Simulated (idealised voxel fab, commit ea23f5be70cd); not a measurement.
process module | voxel released beams
cross-section cut | 245 nm wide | cells 5 nm
A cross-section is a grid of square cells, given in bands from the top down. A band is one or more rows of cells.
Each band's line starts with the height of the band's top and of its bottom, in nm. Then come its materials from left to right, each with its width in nm. One material with "throughout" fills the band from edge to edge. "air" is empty space.
Height 0 is the level under which the wafer as received is all one material. The lowest band goes on downwards, as in "0 down".
A width such as "30 to 40" changes by the same amount from each row of cells to the next, from the band's top row to its bottom row.
"no change" after a step means that no cell of the cross-section changed.
closed voids: empty space of 8 cells or more with no open way to the top, each as width x height at its distance from the left edge, in nm
after a step's settings: what the simulator itself notes on the step
overlay nm, on a step with a mask: how far to the right of its planned place the mask lay; to the left if negative
plan
1 op RECEIVE | material Si
2 op CONFORMAL_DEP | material Al2O3 | thk nm 10
3 op DIRECTIONAL_DEP | material SiO2 | thk nm 15
4 op PATTERN | tone open | mask id ANCHOR | material resist | width nm 35 | thk nm 15 | overlay nm 0
5 op DIRECTIONAL_ETCH | etch materials SiO2 | depth nm 15
6 op STRIP | etch materials resist
7 op CONFORMAL_DEP | material SiN | thk nm 10
8 op PATTERN | tone cover | mask id BEAM | material resist | width nm 95 | thk nm 20 | overlay nm 0
9 op DIRECTIONAL_ETCH | etch materials SiN | depth nm 10
10 op STRIP | etch materials resist
11 op STRIP | etch materials SiO2
first wafer, as planned
as received, after step 1
  0 down: Si throughout
  closed voids: none
after step 2
  10 to 0: Al2O3 throughout
  below 0: unchanged
after step 3
  25 to 10: SiO2 throughout
  below 10: unchanged
after step 4
  40 to 25: resist 75 | air 35 | resist 135
  below 25: unchanged
after step 5
  40 to 25: resist 75 | air 35 | resist 135
  25 to 10: SiO2 75 | air 35 | SiO2 135
  below 10: unchanged
after step 6
  25 to 10: SiO2 75 | air 35 | SiO2 135
  below 10: unchanged
after step 7
  35 to 25: SiN 85 | air 15 | SiN 145
  25 to 20: SiO2 75 | SiN 10 | air 15 | SiN 10 | SiO2 135
  20 to 10: SiO2 75 | SiN 35 | SiO2 135
  below 10: unchanged
after step 8
  55 to 35: air 70 | resist 95 | air 80
  35 to 25: SiN 85 | resist 15 | SiN 145
  25 to 20: SiO2 75 | SiN 10 | resist 15 | SiN 10 | SiO2 135
  below 20: unchanged
after step 9
  55 to 35: air 70 | resist 95 | air 80
  35 to 25: air 70 | SiN 15 | resist 15 | SiN 65 | air 80
  below 25: unchanged
after step 10
  35 to 25: air 70 | SiN 15 | air 15 | SiN 65 | air 80
  25 to 20: SiO2 75 | SiN 10 | air 15 | SiN 10 | SiO2 135
  below 20: unchanged
after step 11
  35 to 25: air 70 | SiN 15 | air 15 | SiN 65 | air 80
  25 to 20: air 75 | SiN 10 | air 15 | SiN 10 | air 135
  20 to 10: air 75 | SiN 35 | air 135
  below 10: unchanged
second wafer: like start, like plan, one mistake. Through step 1 it matches the first wafer
when step 2 should have ended
  10 to 0: SiN throughout
  below 0: unchanged
when step 3 should have ended
  25 to 10: SiO2 throughout
  below 10: unchanged
when step 4 should have ended
  40 to 25: resist 75 | air 35 | resist 135
  below 25: unchanged
when step 5 should have ended
  40 to 25: resist 75 | air 35 | resist 135
  25 to 10: SiO2 75 | air 35 | SiO2 135
  below 10: unchanged
when step 6 should have ended
  25 to 10: SiO2 75 | air 35 | SiO2 135
  below 10: unchanged
when step 7 should have ended
  35 to 25: SiN 85 | air 15 | SiN 145
  25 to 20: SiO2 75 | SiN 10 | air 15 | SiN 10 | SiO2 135
  20 to 10: SiO2 75 | SiN 35 | SiO2 135
  below 10: unchanged
when step 8 should have ended
  55 to 35: air 70 | resist 95 | air 80
  35 to 25: SiN 85 | resist 15 | SiN 145
  25 to 20: SiO2 75 | SiN 10 | resist 15 | SiN 10 | SiO2 135
  below 20: unchanged
when step 9 should have ended
  55 to 35: air 70 | resist 95 | air 80
  35 to 25: air 70 | SiN 15 | resist 15 | SiN 65 | air 80
  below 25: unchanged
when step 10 should have ended
  35 to 25: air 70 | SiN 15 | air 15 | SiN 65 | air 80
  25 to 20: SiO2 75 | SiN 10 | air 15 | SiN 10 | SiO2 135
  below 20: unchanged
when step 11 should have ended
  35 to 25: air 70 | SiN 15 | air 15 | SiN 65 | air 80
  25 to 20: air 75 | SiN 10 | air 15 | SiN 10 | air 135
  20 to 10: air 75 | SiN 35 | air 135
  below 10: unchanged
what went wrong: step 2 ran as: op CONFORMAL_DEP | material SiN | thk nm 10
at the end the second wafer has, in cells: 98 fewer of Al2O3 | 98 more of SiN
